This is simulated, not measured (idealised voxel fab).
Module name: voxel ribs on slabs (process module)
In the cross-section labelled cut, the width is 265 nm and each square cell is 5 nm.
Bands, listed from the top down, are how a cross-section gets written in this document; the cross-section itself is a grid of square cells, and a band is one or more rows of them. Each band's line starts with the height of the band's top and of its bottom, in nm. Then come its materials from left to right, each with its width in nm. One material with "full width" fills the band from edge to edge. "blank" is empty space. Where do heights start? At 0: under that level the wafer as delivered is made of one material only. And the lowest band has no floor; it just carries on downward, as in "z 0 and below". The two numbers in a width such as "30..40" mark its ends across the band: the first belongs to the top row of cells, the second to the bottom row, and from each row to the next the width moves by the same amount. Given "nothing altered" for a step, no cell of the cross-section differs between before and after that step. Listed in "Enclosed void entries": every empty space of 8 or more cells without an open way to the top. Form: width x height at distance, the distance being from the left edge, all in nm. Note: text after step settings on the step line = simulator remark on that step. The "overlay nm" setting may appear on a step's line; for a step that uses a mask, it gives how far to the right of its planned position the mask lay, and a negative value indicates the left.

Plan
1: RECEIVE (material Si)
2: DIRECTIONAL_DEP (material SiO2; thk nm 25)
3: DIRECTIONAL_DEP (material SiN; thk nm 20)
4: MASKED_ETCH (tone cover; mask id RIB; width nm 20; etch materials SiN; depth nm 15; overlay nm 0)
5: PATTERN (tone cover; mask id SLAB; material resist; width nm 60; thk nm 15; overlay nm 0)
6: DIRECTIONAL_ETCH (etch materials SiN; depth nm 5)
7: STRIP (etch materials resist)
8: FILL_DEP (material SiO2; thk nm 30)
9: CMP (height nm 65)
10: DIRECTIONAL_DEP (material W; thk nm 10)
11: PATTERN (tone cover; mask id HEATER; material resist; width nm 30; thk nm 20; overlay nm 0)
12: DIRECTIONAL_ETCH (etch materials W; depth nm 10)
13: STRIP (etch materials resist)
14: CONFORMAL_DEP (material SiO2; thk nm 10)

The first wafer of two, processed as planned

Cross-section of the wafer upon arrival, representing the state reached after step 1
	z 0 and below = Si full width
	Enclosed void entries: none

Presented here is a cross-section of the wafer after step 2 has been performed
	z 25 to 0 = SiO2 full width
	All layers under 0 are left as they were.

Presented here is a cross-section of the wafer after step 3 has been performed
	z 45 to 25 = SiN full width
	All layers under 25 are left as they were.

Presented here is a cross-section of the wafer after step 4 has been performed
	z 45 to 30 = blank: 120 | SiN: 20 | blank: 125
	All layers under 30 are left as they were.

Presented here is a cross-section of the wafer after step 5 has been performed
	z 60 to 45 = blank: 100 | resist: 60 | blank: 105
	z 45 to 30 = blank: 100 | resist: 20 | SiN: 20 | resist: 20 | blank: 105
	All layers under 30 are left as they were.

Presented here is a cross-section of the wafer after step 6 has been performed
	z 60 to 45 = blank: 100 | resist: 60 | blank: 105
	z 45 to 30 = blank: 100 | resist: 20 | SiN: 20 | resist: 20 | blank: 105
	z 30 to 25 = blank: 100 | SiN: 60 | blank: 105
	All layers under 25 are left as they were.

Presented here is a cross-section of the wafer after step 7 has been performed
	z 45 to 30 = blank: 120 | SiN: 20 | blank: 125
	All layers under 30 are left as they were.

Presented here is a cross-section of the wafer after step 8 has been performed
	z 75 to 45 = SiO2 full width
	z 45 to 30 = SiO2: 120 | SiN: 20 | SiO2: 125
	z 30 to 25 = SiO2: 100 | SiN: 60 | SiO2: 105
	All layers under 25 are left as they were.

Presented here is a cross-section of the wafer after step 9 has been performed
	z 65 to 45 = SiO2 full width
	All layers under 45 are left as they were.

Presented here is a cross-section of the wafer after step 10 has been performed
	z 75 to 65 = W full width
	All layers under 65 are left as they were.

Presented here is a cross-section of the wafer after step 11 has been performed
	z 95 to 75 = blank: 115 | resist: 30 | blank: 120
	All layers under 75 are left as they were.

Presented here is a cross-section of the wafer after step 12 has been performed
	z 95 to 75 = blank: 115 | resist: 30 | blank: 120
	z 75 to 65 = blank: 115 | W: 30 | blank: 120
	All layers under 65 are left as they were.

Presented here is a cross-section of the wafer after step 13 has been performed
	z 75 to 65 = blank: 115 | W: 30 | blank: 120
	All layers under 65 are left as they were.

Presented here is a cross-section of the wafer after step 14 has been performed
	z 85 to 75 = blank: 105 | SiO2: 50 | blank: 110
	z 75 to 65 = SiO2: 115 | W: 30 | SiO2: 120
	All layers under 65 are left as they were.

What follows concerns the second wafer, which started out like the first and was meant to follow the very same plan; one mistake crept in when it was run, but everything up to and including step 10 is the same as for the first wafer

Cross-sectional view of the second wafer at the intended end time of process step 11
	z 95 to 75 = blank: 115 | resist: 35 | blank: 115
	All layers under 75 are left as they were.

Cross-sectional view of the second wafer at the intended end time of process step 12
	z 95 to 75 = blank: 115 | resist: 35 | blank: 115
	z 75 to 65 = blank: 115 | W: 35 | blank: 115
	All layers under 65 are left as they were.

Cross-sectional view of the second wafer at the intended end time of process step 13
	z 75 to 65 = blank: 115 | W: 35 | blank: 115
	All layers under 65 are left as they were.

Cross-sectional view of the second wafer at the intended end time of process step 14
	z 85 to 75 = blank: 105 | SiO2: 55 | blank: 105
	z 75 to 65 = SiO2: 115 | W: 35 | SiO2: 115
	All layers under 65 are left as they were.
Misprocessing identified: step 11 did not happen as planned, as run it was PATTERN (tone cover; mask id HEATER; material resist; width nm 35; thk nm 20; overlay nm 0)
Counted in cells at the end, the second wafer holds more or fewer of these materials than the first: 2 more of W
